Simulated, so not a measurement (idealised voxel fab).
Herein follows the process module entitled voxel capacitor over wiring.
FYI the section here is cut, 290 nm wide, cells are 5 nm squares.
In this document a cross-section is written as a grid of square cells. It is given as a series of bands, listed from the top down, and a band is one or more rows of cells.
Quick guide to a band line: top height, bottom height (nm) up front; then every material left to right with its width in nm. Only one material and it's marked "all across"? Then it fills the band edge to edge. And "blank" just means empty space.
Heights are reckoned from 0. Under this level, the received wafer is all of one material. The bottommost band is open-ended downward, for example "0 -> down".
Width "30 to 40": first value at the band's top row of cells, second value at its bottom row, equal change from row to row.
Basically "left unchanged" means that step didn't change any cell in the cross-section.
If an empty space has no open way to the top and is at least 8 cells in size, "Enclosed cavity list" lists it, written width x height at distance, where distance is measured from the left edge and every value is in nm.
What comes after the settings on a step's line is commentary from the simulator itself on that step.
On any step carrying a mask, the "overlay nm" setting, if present on the step's line, tells how far right of its planned place the mask lay; negative values point to the left.

[This section lists the process steps that were planned]
1 RECEIVE: material Si
2 CONFORMAL_DEP: material SiO2, thk nm 10
3 CONFORMAL_DEP: material SiCN, thk nm 5
4 DIRECTIONAL_DEP: material SiO2, thk nm 25
5 PATTERN: tone open, mask id METAL_1, material resist, width nm 20, pitch nm 80, thk nm 15, overlay nm 0
6 DIRECTIONAL_ETCH: etch materials SiO2, depth nm 25
7 DIRECTIONAL_ETCH: etch materials SiCN, depth nm 5
8 STRIP: etch materials resist
9 CONFORMAL_DEP: material TiN, thk nm 5
10 FILL_DEP: material Cu, thk nm 10
11 CMP: height nm 40
12 CONFORMAL_DEP: material SiCN, thk nm 5
13 DIRECTIONAL_DEP: material lowk, thk nm 15
14 MASKED_ETCH: tone open, mask id PLUG_1, width nm 15, etch materials lowk, depth nm 15, overlay nm 0
15 MASKED_ETCH: tone open, mask id PLUG_1, width nm 15, etch materials SiCN, depth nm 5, overlay nm 0
16 CONFORMAL_DEP: material TiN, thk nm 5
17 FILL_DEP: material Cu, thk nm 10
18 CMP: height nm 60
19 DIRECTIONAL_DEP: material TiN, thk nm 10
20 DIRECTIONAL_DEP: material Al2O3, thk nm 5
21 DIRECTIONAL_DEP: material TiN, thk nm 5
22 DIRECTIONAL_DEP: material aC, thk nm 15
23 PATTERN: tone cover, mask id UPPER_PLATE, material resist, width nm 65, thk nm 35, overlay nm 0
24 DIRECTIONAL_ETCH: etch materials aC, depth nm 15
25 STRIP: etch materials resist
26 DIRECTIONAL_ETCH: etch materials TiN, depth nm 5
27 DIRECTIONAL_ETCH: etch materials Al2O3, depth nm 5
28 STRIP: etch materials aC
29 PATTERN: tone cover, mask id LOWER_PLATE, material resist, width nm 75, thk nm 20, overlay nm 0
30 DIRECTIONAL_ETCH: etch materials TiN, depth nm 10
31 STRIP: etch materials resist
32 FILL_DEP: material SiO2, thk nm 15
33 CMP: height nm 90
34 DIRECTIONAL_DEP: material aC, thk nm 10
35 PATTERN: tone open, mask id PLUG_2, material resist, width nm 15, thk nm 25, overlay nm 0
36 DIRECTIONAL_ETCH: etch materials aC, depth nm 10
37 STRIP: etch materials resist
38 DIRECTIONAL_ETCH: etch materials SiO2, depth nm 10
39 STRIP: etch materials aC
40 CONFORMAL_DEP: material TiN, thk nm 5
41 FILL_DEP: material Ru, thk nm 5
42 CMP: height nm 90
43 CONFORMAL_DEP: material SiN, thk nm 5

[Run as planned: first of two wafers]

[Wafer as received: cross-section following step 1]
- 0 -> down | Si all across
- Enclosed cavity list: none

[Wafer section view after processing step 2]
- 10 -> 0 | SiO2 all across
- Unchanged below 0.

[Wafer section view after processing step 3]
- 15 -> 10 | SiCN all across
- Unchanged below 10.

[Wafer section view after processing step 4]
- 40 -> 15 | SiO2 all across
- Unchanged below 15.

[Wafer section view after processing step 5]
- 55 -> 40 | resist=95  blank=20  resist=60  blank=20  resist=95
- Unchanged below 40.

[Wafer section view after processing step 6]
- 55 -> 40 | resist=95  blank=20  resist=60  blank=20  resist=95
- 40 -> 15 | SiO2=95  blank=20  SiO2=60  blank=20  SiO2=95
- Unchanged below 15.

[Wafer section view after processing step 7]
- 55 -> 40 | resist=95  blank=20  resist=60  blank=20  resist=95
- 40 -> 15 | SiO2=95  blank=20  SiO2=60  blank=20  SiO2=95
- 15 -> 10 | SiCN=95  blank=20  SiCN=60  blank=20  SiCN=95
- Unchanged below 10.

[Wafer section view after processing step 8]
- 40 -> 15 | SiO2=95  blank=20  SiO2=60  blank=20  SiO2=95
- Unchanged below 15.

[Wafer section view after processing step 9]
- 45 -> 40 | TiN=100  blank=10  TiN=70  blank=10  TiN=100
- 40 -> 15 | SiO2=95  TiN=5  blank=10  TiN=5  SiO2=60  TiN=5  blank=10  TiN=5  SiO2=95
- 15 -> 10 | SiCN=95  TiN=20  SiCN=60  TiN=20  SiCN=95
- Unchanged below 10.

[Wafer section view after processing step 10]
- 55 -> 45 | Cu all across
- 45 -> 40 | TiN=100  Cu=10  TiN=70  Cu=10  TiN=100
- 40 -> 15 | SiO2=95  TiN=5  Cu=10  TiN=5  SiO2=60  TiN=5  Cu=10  TiN=5  SiO2=95
- Unchanged below 15.

[Wafer section view after processing step 11]
- 40 -> 15 | SiO2=95  TiN=5  Cu=10  TiN=5  SiO2=60  TiN=5  Cu=10  TiN=5  SiO2=95
- Unchanged below 15.

[Wafer section view after processing step 12]
- 45 -> 40 | SiCN all across
- Unchanged below 40.

[Wafer section view after processing step 13]
- 60 -> 45 | lowk all across
- Unchanged below 45.

[Wafer section view after processing step 14]
- 60 -> 45 | lowk=100  blank=15  lowk=175
- Unchanged below 45.

[Wafer section view after processing step 15]
- 60 -> 45 | lowk=100  blank=15  lowk=175
- 45 -> 40 | SiCN=100  blank=15  SiCN=175
- Unchanged below 40.

[Wafer section view after processing step 16]
- 65 -> 60 | TiN=105  blank=5  TiN=180
- 60 -> 45 | lowk=100  TiN=5  blank=5  TiN=5  lowk=175
- 45 -> 40 | SiCN=100  TiN=15  SiCN=175
- Unchanged below 40.

[Wafer section view after processing step 17]
- 75 -> 65 | Cu all across
- 65 -> 60 | TiN=105  Cu=5  TiN=180
- 60 -> 45 | lowk=100  TiN=5  Cu=5  TiN=5  lowk=175
- Unchanged below 45.

[Wafer section view after processing step 18]
- 60 -> 45 | lowk=100  TiN=5  Cu=5  TiN=5  lowk=175
- Unchanged below 45.

[Wafer section view after processing step 19]
- 70 -> 60 | TiN all across
- Unchanged below 60.

[Wafer section view after processing step 20]
- 75 -> 70 | Al2O3 all across
- Unchanged below 70.

[Wafer section view after processing step 21]
- 80 -> 75 | TiN all across
- Unchanged below 75.

[Wafer section view after processing step 22]
- 95 -> 80 | aC all across
- Unchanged below 80.

[Wafer section view after processing step 23]
- 130 -> 95 | blank=100  resist=65  blank=125
- Unchanged below 95.

[Wafer section view after processing step 24]
- 115 -> 95 | blank=100  resist=65  blank=125
- 95 -> 80 | blank=100  aC=65  blank=125
- Unchanged below 80.

[Wafer section view after processing step 25]
- 95 -> 80 | blank=100  aC=65  blank=125
- Unchanged below 80.

[Wafer section view after processing step 26]
- 95 -> 80 | blank=100  aC=65  blank=125
- 80 -> 75 | blank=100  TiN=65  blank=125
- Unchanged below 75.

[Wafer section view after processing step 27]
- 95 -> 80 | blank=100  aC=65  blank=125
- 80 -> 75 | blank=100  TiN=65  blank=125
- 75 -> 70 | blank=100  Al2O3=65  blank=125
- Unchanged below 70.

[Wafer section view after processing step 28]
- 80 -> 75 | blank=100  TiN=65  blank=125
- Unchanged below 75.

[Wafer section view after processing step 29]
- 100 -> 80 | blank=95  resist=75  blank=120
- 80 -> 75 | blank=95  resist=5  TiN=65  resist=5  blank=120
- 75 -> 70 | blank=95  resist=5  Al2O3=65  resist=5  blank=120
- Unchanged below 70.

[Wafer section view after processing step 30]
- 100 -> 80 | blank=95  resist=75  blank=120
- 80 -> 75 | blank=95  resist=5  TiN=65  resist=5  blank=120
- 75 -> 70 | blank=95  resist=5  Al2O3=65  resist=5  blank=120
- 70 -> 60 | blank=95  TiN=75  blank=120
- Unchanged below 60.

[Wafer section view after processing step 31]
- 80 -> 75 | blank=100  TiN=65  blank=125
- 75 -> 70 | blank=100  Al2O3=65  blank=125
- Unchanged below 70.

[Wafer section view after processing step 32]
- 95 -> 80 | SiO2 all across
- 80 -> 75 | SiO2=100  TiN=65  SiO2=125
- 75 -> 70 | SiO2=100  Al2O3=65  SiO2=125
- 70 -> 60 | SiO2=95  TiN=75  SiO2=120
- Unchanged below 60.

[Wafer section view after processing step 33]
- 90 -> 80 | SiO2 all across
- Unchanged below 80.

[Wafer section view after processing step 34]
- 100 -> 90 | aC all across
- Unchanged below 90.

[Wafer section view after processing step 35]
- 125 -> 100 | resist=110  blank=15  resist=165
- Unchanged below 100.

[Wafer section view after processing step 36]
- 115 -> 100 | resist=110  blank=15  resist=165
- 100 -> 90 | aC=110  blank=15  aC=165
- Unchanged below 90.

[Wafer section view after processing step 37]
- 100 -> 90 | aC=110  blank=15  aC=165
- Unchanged below 90.

[Wafer section view after processing step 38]
- 100 -> 90 | aC=110  blank=15  aC=165
- 90 -> 80 | SiO2=110  blank=15  SiO2=165
- Unchanged below 80.

[Wafer section view after processing step 39]
- 90 -> 80 | SiO2=110  blank=15  SiO2=165
- Unchanged below 80.

[Wafer section view after processing step 40]
- 95 -> 90 | TiN=115  blank=5  TiN=170
- 90 -> 85 | SiO2=110  TiN=5  blank=5  TiN=5  SiO2=165
- 85 -> 75 | SiO2=110 to 100  TiN=15 to 65  SiO2=165 to 125
- Unchanged below 75.

[Wafer section view after processing step 41]
- 100 -> 95 | Ru all across
- 95 -> 90 | TiN=115  Ru=5  TiN=170
- 90 -> 85 | SiO2=110  TiN=5  Ru=5  TiN=5  SiO2=165
- Unchanged below 85.

[Wafer section view after processing step 42]
- 90 -> 85 | SiO2=110  TiN=5  Ru=5  TiN=5  SiO2=165
- Unchanged below 85.

[Wafer section view after processing step 43]
- 95 -> 90 | SiN all across
- Unchanged below 90.

[Second wafer: same start and same plan as the first, one execution error; identical to the first through step 28]

[What the second wafer looks like in cross-section when step 29 should have wrapped up]
- 100 -> 80 | blank=105  resist=75  blank=110
- 80 -> 75 | blank=100  TiN=65  resist=15  blank=110
- 75 -> 70 | blank=100  Al2O3=65  resist=15  blank=110
- Unchanged below 70.

[What the second wafer looks like in cross-section when step 30 should have wrapped up]
- 100 -> 80 | blank=105  resist=75  blank=110
- 80 -> 75 | blank=105  TiN=60  resist=15  blank=110
- 75 -> 70 | blank=100  Al2O3=65  resist=15  blank=110
- 70 -> 60 | blank=100  TiN=80  blank=110
- Unchanged below 60.

[What the second wafer looks like in cross-section when step 31 should have wrapped up]
- 80 -> 75 | blank=105  TiN=60  blank=125
- 75 -> 70 | blank=100  Al2O3=65  blank=125
- Unchanged below 70.

[What the second wafer looks like in cross-section when step 32 should have wrapped up]
- 95 -> 80 | SiO2 all across
- 80 -> 75 | SiO2=105  TiN=60  SiO2=125
- 75 -> 70 | SiO2=100  Al2O3=65  SiO2=125
- 70 -> 60 | SiO2=100  TiN=80  SiO2=110
- Unchanged below 60.

[What the second wafer looks like in cross-section when step 33 should have wrapped up]
- 90 -> 80 | SiO2 all across
- Unchanged below 80.

[What the second wafer looks like in cross-section when step 34 should have wrapped up]
- 100 -> 90 | aC all across
- Unchanged below 90.

[What the second wafer looks like in cross-section when step 35 should have wrapped up]
- 125 -> 100 | resist=110  blank=15  resist=165
- Unchanged below 100.

[What the second wafer looks like in cross-section when step 36 should have wrapped up]
- 115 -> 100 | resist=110  blank=15  resist=165
- 100 -> 90 | aC=110  blank=15  aC=165
- Unchanged below 90.

[What the second wafer looks like in cross-section when step 37 should have wrapped up]
- 100 -> 90 | aC=110  blank=15  aC=165
- Unchanged below 90.

[What the second wafer looks like in cross-section when step 38 should have wrapped up]
- 100 -> 90 | aC=110  blank=15  aC=165
- 90 -> 80 | SiO2=110  blank=15  SiO2=165
- Unchanged below 80.

[What the second wafer looks like in cross-section when step 39 should have wrapped up]
- 90 -> 80 | SiO2=110  blank=15  SiO2=165
- Unchanged below 80.

[What the second wafer looks like in cross-section when step 40 should have wrapped up]
- 95 -> 90 | TiN=115  blank=5  TiN=170
- 90 -> 85 | SiO2=110  TiN=5  blank=5  TiN=5  SiO2=165
- 85 -> 75 | SiO2=110 to 105  TiN=15 to 60  SiO2=165 to 125
- Unchanged below 75.

[What the second wafer looks like in cross-section when step 41 should have wrapped up]
- 100 -> 95 | Ru all across
- 95 -> 90 | TiN=115  Ru=5  TiN=170
- 90 -> 85 | SiO2=110  TiN=5  Ru=5  TiN=5  SiO2=165
- Unchanged below 85.

[What the second wafer looks like in cross-section when step 42 should have wrapped up]
- 90 -> 85 | SiO2=110  TiN=5  Ru=5  TiN=5  SiO2=165
- Unchanged below 85.

[What the second wafer looks like in cross-section when step 43 should have wrapped up]
- 95 -> 90 | SiN all across
- Unchanged below 90.
What was done differently from what was planned? step 29 deviated from plan and actually ran as PATTERN: tone cover, mask id LOWER_PLATE, material resist, width nm 75, thk nm 20, overlay nm 10
Looking at both finished wafers in cells, the second ends up ahead of or behind the first on some materials: 1 fewer of SiO2; 1 more of TiN
